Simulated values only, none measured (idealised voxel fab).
process module | voxel gate over fins
cross-section cut | 205 nm wide | cells 5 nm
A cross-section is a grid of square cells, given in bands from the top down. A band is one or more rows of cells.
Each band's line starts with the height of the band's top and of its bottom, in nm. Then come its materials from left to right, each with its width in nm. One material with "throughout" fills the band from edge to edge. "air" is empty space.
Height 0 is the level under which the wafer as received is all one material. The lowest band goes on downwards, as in "0 down".
A width such as "30 to 40" changes by the same amount from each row of cells to the next, from the band's top row to its bottom row.
"no change" after a step means that no cell of the cross-section changed.
closed voids: empty space of 8 cells or more with no open way to the top, each as width x height at its distance from the left edge, in nm
after a step's settings: what the simulator itself notes on the step
overlay nm, on a step with a mask: how far to the right of its planned place the mask lay; to the left if negative
plan
1 op RECEIVE | material Si
2 op CONFORMAL_DEP | material SiN | thk nm 10
3 op DIRECTIONAL_DEP | material aC | thk nm 10
4 op PATTERN | tone cover | mask id FINS | material resist | width nm 15 | pitch nm 40 | thk nm 25 | overlay nm 0
5 op DIRECTIONAL_ETCH | etch materials aC | depth nm 10
6 op STRIP | etch materials resist
7 op DIRECTIONAL_ETCH | etch materials SiN | depth nm 10
8 op DIRECTIONAL_ETCH | etch materials Si | depth nm 40
9 op STRIP | etch materials aC
10 op OXIDIZE | depth nm 5
11 op FILL_DEP | material SiO2 | thk nm 15
12 op CMP | height nm 10
13 op SELECTIVE_ETCH | etch materials SiO2 | depth nm 20
14 op STRIP | etch materials SiN
15 op CONFORMAL_DEP | material HfO2 | thk nm 5
16 op CONFORMAL_DEP | material TiN | thk nm 5
17 op FILL_DEP | material W | thk nm 10
18 op CMP | height nm 15
19 op CONFORMAL_DEP | material SiCN | thk nm 5
first wafer, as planned
as received, after step 1
  0 down: Si throughout
  closed voids: none
after step 2
  10 to 0: SiN throughout
  below 0: unchanged
after step 3
  20 to 10: aC throughout
  below 10: unchanged
after step 4
  45 to 20: air 35 | resist 15 | air 25 | resist 15 | air 25 | resist 15 | air 25 | resist 15 | air 35
  below 20: unchanged
after step 5
  35 to 20: air 35 | resist 15 | air 25 | resist 15 | air 25 | resist 15 | air 25 | resist 15 | air 35
  20 to 10: air 35 | aC 15 | air 25 | aC 15 | air 25 | aC 15 | air 25 | aC 15 | air 35
  below 10: unchanged
after step 6
  20 to 10: air 35 | aC 15 | air 25 | aC 15 | air 25 | aC 15 | air 25 | aC 15 | air 35
  below 10: unchanged
after step 7
  20 to 10: air 35 | aC 15 | air 25 | aC 15 | air 25 | aC 15 | air 25 | aC 15 | air 35
  10 to 0: air 35 | SiN 15 | air 25 | SiN 15 | air 25 | SiN 15 | air 25 | SiN 15 | air 35
  below 0: unchanged
after step 8
  20 to 10: air 35 | aC 15 | air 25 | aC 15 | air 25 | aC 15 | air 25 | aC 15 | air 35
  10 to 0: air 35 | SiN 15 | air 25 | SiN 15 | air 25 | SiN 15 | air 25 | SiN 15 | air 35
  0 to -40: air 35 | Si 15 | air 25 | Si 15 | air 25 | Si 15 | air 25 | Si 15 | air 35
  below -40: unchanged
after step 9
  10 to 0: air 35 | SiN 15 | air 25 | SiN 15 | air 25 | SiN 15 | air 25 | SiN 15 | air 35
  below 0: unchanged
after step 10
  10 to 0: air 35 | SiN 15 | air 25 | SiN 15 | air 25 | SiN 15 | air 25 | SiN 15 | air 35
  0 to -40: air 35 | SiO2 5 | Si 5 | SiO2 5 | air 25 | SiO2 5 | Si 5 | SiO2 5 | air 25 | SiO2 5 | Si 5 | SiO2 5 | air 25 | SiO2 5 | Si 5 | SiO2 5 | air 35
  -40 to -45: SiO2 40 | Si 5 | SiO2 35 | Si 5 | SiO2 35 | Si 5 | SiO2 35 | Si 5 | SiO2 40
  below -45: unchanged
after step 11
  25 to 10: SiO2 throughout
  10 to 0: SiO2 35 | SiN 15 | SiO2 25 | SiN 15 | SiO2 25 | SiN 15 | SiO2 25 | SiN 15 | SiO2 35
  0 to -45: SiO2 40 | Si 5 | SiO2 35 | Si 5 | SiO2 35 | Si 5 | SiO2 35 | Si 5 | SiO2 40
  below -45: unchanged
after step 12
  10 to 0: SiO2 35 | SiN 15 | SiO2 25 | SiN 15 | SiO2 25 | SiN 15 | SiO2 25 | SiN 15 | SiO2 35
  below 0: unchanged
after step 13
  10 to 0: air 35 | SiN 15 | air 25 | SiN 15 | air 25 | SiN 15 | air 25 | SiN 15 | air 35
  0 to -10: air 40 | Si 5 | air 35 | Si 5 | air 35 | Si 5 | air 35 | Si 5 | air 40
  below -10: unchanged
after step 14
  0 to -10: air 40 | Si 5 | air 35 | Si 5 | air 35 | Si 5 | air 35 | Si 5 | air 40
  below -10: unchanged
after step 15
  5 to 0: air 35 | HfO2 15 | air 25 | HfO2 15 | air 25 | HfO2 15 | air 25 | HfO2 15 | air 35
  0 to -5: air 35 | HfO2 5 | Si 5 | HfO2 5 | air 25 | HfO2 5 | Si 5 | HfO2 5 | air 25 | HfO2 5 | Si 5 | HfO2 5 | air 25 | HfO2 5 | Si 5 | HfO2 5 | air 35
  -5 to -10: HfO2 40 | Si 5 | HfO2 35 | Si 5 | HfO2 35 | Si 5 | HfO2 35 | Si 5 | HfO2 40
  below -10: unchanged
after step 16
  10 to 5: air 30 | TiN 25 | air 15 | TiN 25 | air 15 | TiN 25 | air 15 | TiN 25 | air 30
  5 to 0: air 30 | TiN 5 | HfO2 15 | TiN 5 | air 15 | TiN 5 | HfO2 15 | TiN 5 | air 15 | TiN 5 | HfO2 15 | TiN 5 | air 15 | TiN 5 | HfO2 15 | TiN 5 | air 30
  0 to -5: TiN 35 | HfO2 5 | Si 5 | HfO2 5 | TiN 25 | HfO2 5 | Si 5 | HfO2 5 | TiN 25 | HfO2 5 | Si 5 | HfO2 5 | TiN 25 | HfO2 5 | Si 5 | HfO2 5 | TiN 35
  below -5: unchanged
after step 17
  20 to 10: W throughout
  10 to 5: W 30 | TiN 25 | W 15 | TiN 25 | W 15 | TiN 25 | W 15 | TiN 25 | W 30
  5 to 0: W 30 | TiN 5 | HfO2 15 | TiN 5 | W 15 | TiN 5 | HfO2 15 | TiN 5 | W 15 | TiN 5 | HfO2 15 | TiN 5 | W 15 | TiN 5 | HfO2 15 | TiN 5 | W 30
  below 0: unchanged
after step 18
  15 to 10: W throughout
  below 10: unchanged
after step 19
  20 to 15: SiCN throughout
  below 15: unchanged
second wafer: like start, like plan, one mistake. Through step 14 it matches the first wafer
when step 15 should have ended
  15 to 5: air 25 | HfO2 35 | air 5 | HfO2 35 | air 5 | HfO2 35 | air 5 | HfO2 35 | air 25
  5 to 0: HfO2 throughout
  0 to -10: HfO2 40 | Si 5 | HfO2 35 | Si 5 | HfO2 35 | Si 5 | HfO2 35 | Si 5 | HfO2 40
  below -10: unchanged
when step 16 should have ended
  20 to 15: air 20 | TiN 165 | air 20
  15 to 10: air 20 | TiN 5 | HfO2 35 | TiN 5 | HfO2 35 | TiN 5 | HfO2 35 | TiN 5 | HfO2 35 | TiN 5 | air 20
  10 to 5: TiN 25 | HfO2 35 | TiN 5 | HfO2 35 | TiN 5 | HfO2 35 | TiN 5 | HfO2 35 | TiN 25
  below 5: unchanged
when step 17 should have ended
  30 to 20: W throughout
  20 to 15: W 20 | TiN 165 | W 20
  15 to 10: W 20 | TiN 5 | HfO2 35 | TiN 5 | HfO2 35 | TiN 5 | HfO2 35 | TiN 5 | HfO2 35 | TiN 5 | W 20
  below 10: unchanged
when step 18 should have ended
  15 to 10: W 20 | TiN 5 | HfO2 35 | TiN 5 | HfO2 35 | TiN 5 | HfO2 35 | TiN 5 | HfO2 35 | TiN 5 | W 20
  below 10: unchanged
when step 19 should have ended
  20 to 15: SiCN throughout
  below 15: unchanged
what went wrong: step 15 ran as: op CONFORMAL_DEP | material HfO2 | thk nm 15
at the end the second wafer has, in cells: 114 more of HfO2 | 39 fewer of TiN | 75 fewer of W
